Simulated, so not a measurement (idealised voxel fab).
Process module under the name voxel wiring stack
The cross-section on display is named cut; it measures 290 nm wide, and its cells are 5 nm squares.
Reading order for cross-sections: top band down to bottom band. Underlying form: a grid of square cells. Band size: one or more rows of cells.
Band: top height; bottom height; in nm. Then, left to right: material with width in nm, for each material. "everywhere": a single material spanning edge to edge. "empty": empty space.
It should be noted that heights are counted from 0, beneath which the wafer as supplied is of one material throughout, and that the lowest band possesses no lower boundary but continues downward, as written in "z 0 and below".
When a width is written as two numbers, as in "30..40", the first number is the width in the top row of cells of the band and the second is the width in its bottom row, and the width changes by the same amount from each row to the next.
It should be understood that the words "identical to before", when stated for a given step, signify that the cross-section underwent no change in any of its cells during that step.
In the "Closed void entries" entry, you get each enclosed empty space of 8 cells or more, one with no open way to the top, written width x height at distance, distance from the left edge, in nm.
Step line, after settings: the simulator's comment on this step.
Among the settings permitted on a step's line is "overlay nm"; applied to a step with a mask, it specifies the extent to which the mask lay to the right of its planned position, whereas a negative figure signifies a position to the left.

Here's what the planned process steps look like
| 1 | RECEIVE,material Si |
| 2 | CONFORMAL_DEP,material SiO2,thk nm 15 |
| 3 | DIRECTIONAL_DEP,material TiN,thk nm 5 |
| 4 | DIRECTIONAL_DEP,material W,thk nm 20 |
| 5 | DIRECTIONAL_DEP,material aC,thk nm 10 |
| 6 | PATTERN,tone cover,mask id METAL_1,material resist,width nm 30,pitch nm 60,thk nm 25,overlay nm 0 |
| 7 | DIRECTIONAL_ETCH,etch materials aC,depth nm 10 |
| 8 | STRIP,etch materials resist |
| 9 | DIRECTIONAL_ETCH,etch materials W,depth nm 20 |
| 10 | DIRECTIONAL_ETCH,etch materials TiN,depth nm 5 |
| 11 | STRIP,etch materials aC |
| 12 | FILL_DEP,material SiO2,thk nm 5 |
| 13 | CMP,height nm 40 |
| 14 | CONFORMAL_DEP,material SiCN,thk nm 5 |
| 15 | DIRECTIONAL_DEP,material lowk,thk nm 30 |
| 16 | PATTERN,tone open,mask id METAL_2_HOLES,material resist,width nm 15,pitch nm 120,thk nm 15,overlay nm 0 |
| 17 | DIRECTIONAL_ETCH,etch materials lowk,depth nm 30 |
| 18 | STRIP,etch materials resist |
| 19 | PATTERN,tone open,mask id METAL_2,material resist,width nm 30,pitch nm 60,thk nm 20,overlay nm 0 |
| 20 | DIRECTIONAL_ETCH,etch materials lowk,depth nm 20 |
| 21 | DIRECTIONAL_ETCH,etch materials SiCN,depth nm 5 |
| 22 | STRIP,etch materials resist |
| 23 | CONFORMAL_DEP,material TiN,thk nm 5 |
| 24 | FILL_DEP,material Cu,thk nm 10 |
| 25 | CMP,height nm 75 |
| 26 | CONFORMAL_DEP,material SiCN,thk nm 5 |
| 27 | DIRECTIONAL_DEP,material SiO2,thk nm 15 |
| 28 | PATTERN,tone open,mask id PLUG_2,material resist,width nm 15,pitch nm 60,thk nm 15,overlay nm 0 |
| 29 | DIRECTIONAL_ETCH,etch materials SiO2,depth nm 15 |
| 30 | DIRECTIONAL_ETCH,etch materials SiCN,depth nm 5 |
| 31 | STRIP,etch materials resist |
| 32 | EPI,material Ru,thk nm 10 |
| 33 | EPI,material Ru,thk nm 10 |
| 34 | DIRECTIONAL_DEP,material TiN,thk nm 5 |
| 35 | DIRECTIONAL_DEP,material W,thk nm 20 |
| 36 | DIRECTIONAL_DEP,material aC,thk nm 10 |
| 37 | PATTERN,tone cover,mask id METAL_3,material resist,width nm 30,pitch nm 60,thk nm 25,overlay nm 0 |
| 38 | DIRECTIONAL_ETCH,etch materials aC,depth nm 10 |
| 39 | STRIP,etch materials resist |
| 40 | DIRECTIONAL_ETCH,etch materials W,depth nm 20 |
| 41 | DIRECTIONAL_ETCH,etch materials TiN,depth nm 5 |
| 42 | STRIP,etch materials aC |
| 43 | FILL_DEP,material lowk,thk nm 5 |
| 44 | CMP,height nm 120 |
| 45 | CONFORMAL_DEP,material SiCN,thk nm 5 |

Wafer cross-section on receipt, i.e. after step 1
  z 0 and below | Si everywhere
  Closed void entries: none

End-of-module cross-section of the first of two wafers, processed as planned
  z 125 to 120 | SiCN everywhere
  z 120 to 100 | lowk 70  W 30  lowk 30  W 30  lowk 30  W 30  lowk 70
  z 100 to 95 | lowk 70  TiN 30  lowk 30  TiN 30  lowk 30  TiN 30  lowk 70
  z 95 to 80 | SiO2 70  Ru 15  SiO2 45  Ru 15  SiO2 45  Ru 15  SiO2 85
  z 80 to 75 | SiCN 70  Ru 15  SiCN 45  Ru 15  SiCN 45  Ru 15  SiCN 85
  z 75 to 60 | lowk 70  TiN 5  Cu 20  TiN 5  lowk 30  TiN 5  Cu 20  TiN 5  lowk 30  TiN 5  Cu 20  TiN 5  lowk 70
  z 60 to 55 | lowk 70  TiN 5  Cu 5  TiN 20  lowk 30  TiN 30  lowk 30  TiN 5  Cu 5  TiN 20  lowk 70
  z 55 to 45 | lowk 70  TiN 5  Cu 5  TiN 5  lowk 105  TiN 5  Cu 5  TiN 5  lowk 85
  z 45 to 40 | SiCN 70  TiN 15  SiCN 105  TiN 15  SiCN 85
  z 40 to 20 | SiO2 70  W 30  SiO2 30  W 30  SiO2 30  W 30  SiO2 70
  z 20 to 15 | SiO2 70  TiN 30  SiO2 30  TiN 30  SiO2 30  TiN 30  SiO2 70
  z 15 to 0 | SiO2 everywhere
  z 0 and below | Si everywhere
  Closed void entries: none

Now the second wafer, cross-sectioned at the end of the module. Nothing different at the start, nothing different in the plan compared with the first, just one mistake when it was actually run
  z 125 to 120 | SiCN everywhere
  z 120 to 110 | lowk 70  W 30  lowk 30  W 30  lowk 30  W 30  lowk 70
  z 110 to 105 | lowk 70  TiN 25  W 5  lowk 30  TiN 25  W 5  lowk 30  TiN 25  W 5  lowk 70
  z 105 to 100 | lowk 60  Ru 35  W 5  lowk 20  Ru 35  W 5  lowk 20  Ru 35  W 5  lowk 70
  z 100 to 95 | lowk 60  Ru 35  TiN 5  lowk 20  Ru 35  TiN 5  lowk 20  Ru 35  TiN 5  lowk 70
  z 95 to 80 | SiO2 70  Ru 15  SiO2 45  Ru 15  SiO2 45  Ru 15  SiO2 85
  z 80 to 75 | SiCN 70  Ru 15  SiCN 45  Ru 15  SiCN 45  Ru 15  SiCN 85
  z 75 to 60 | lowk 70  TiN 5  Cu 20  TiN 5  lowk 30  TiN 5  Cu 20  TiN 5  lowk 30  TiN 5  Cu 20  TiN 5  lowk 70
  z 60 to 55 | lowk 70  TiN 5  Cu 5  TiN 20  lowk 30  TiN 30  lowk 30  TiN 5  Cu 5  TiN 20  lowk 70
  z 55 to 45 | lowk 70  TiN 5  Cu 5  TiN 5  lowk 105  TiN 5  Cu 5  TiN 5  lowk 85
  z 45 to 40 | SiCN 70  TiN 15  SiCN 105  TiN 15  SiCN 85
  z 40 to 20 | SiO2 70  W 30  SiO2 30  W 30  SiO2 30  W 30  SiO2 70
  z 20 to 15 | SiO2 70  TiN 30  SiO2 30  TiN 30  SiO2 30  TiN 30  SiO2 70
  z 15 to 0 | SiO2 everywhere
  z 0 and below | Si everywhere
  Closed void entries: none
Misprocessing identified: step run twice: one of 32 and 33 (identical), unknown which
The closing comparison, in cells, has the second wafer with more or fewer of some materials than the first: Ru: 42 more | W: 30 fewer | lowk: 12 fewer
